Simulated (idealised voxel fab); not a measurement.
The process module that follows is named voxel local oxidation.
Each square cell in cross-section cut measures 5 nm, and the section as a whole is 185 nm wide.
Cross-sections here: square-cell grids, written as top-down lists of bands, a band being one or more rows of cells. For a band, the entry starts with two heights in nm, that of the top and then that of the bottom, and carries on with the band's materials in order from left to right, each alongside its width in nm; the word "full width" beside a single material means it fills the band edge to edge, and "empty" means empty space. We count height from 0. Below that, the starting wafer is all one material. The lowest band never ends at the bottom but goes on down; see "0 and below" for how that is written. Width: "30 to 40" (first number = top row, second number = bottom row, same change from row to row of cells). Step marked "left unchanged"? Then no cell in the cross-section changed in it. The label "Closed empty spaces" introduces a list of the empty spaces, 8 cells or larger, that have no open way up to the top; each entry in it reads width x height at distance, where the distance is taken from the left edge and all three are stated in nm. Whatever follows a step's settings on its line is a remark the simulator itself makes about that step. overlay nm: how far to the right of its planned place the mask lay on this masked step (negative: to the left).

**List of planned process steps**
| 1 | RECEIVE with material Si |
| 2 | OXIDIZE with depth nm 5 |
| 3 | CONFORMAL_DEP with material SiN, thk nm 15 |
| 4 | DIRECTIONAL_DEP with material aC, thk nm 15 |
| 5 | PATTERN with tone cover, mask id ACTIVE, material resist, width nm 90, thk nm 35, overlay nm 0 |
| 6 | DIRECTIONAL_ETCH with etch materials aC, depth nm 15 |
| 7 | STRIP with etch materials resist |
| 8 | DIRECTIONAL_ETCH with etch materials SiN, depth nm 15 |
| 9 | STRIP with etch materials aC |
| 10 | SELECTIVE_ETCH with etch materials SiO2, depth nm 5 |
| 11 | OXIDIZE with depth nm 15 |
| 12 | STRIP with etch materials SiN |

**Wafer cross-section on receipt, i.e. after step 1**
- 0 and below  Si full width
- Closed empty spaces: none

**Wafer at module end, in section. Began as above, planned as above, run with one mistake**
- 25 down to 15  SiO2 full width
- 15 down to 0  SiN full width
- 0 down to -5  SiO2 full width
- -5 and below  Si full width
- Closed empty spaces: none
Processing error: step 4 ran as: DIRECTIONAL_DEP with material SiO2, thk nm 15
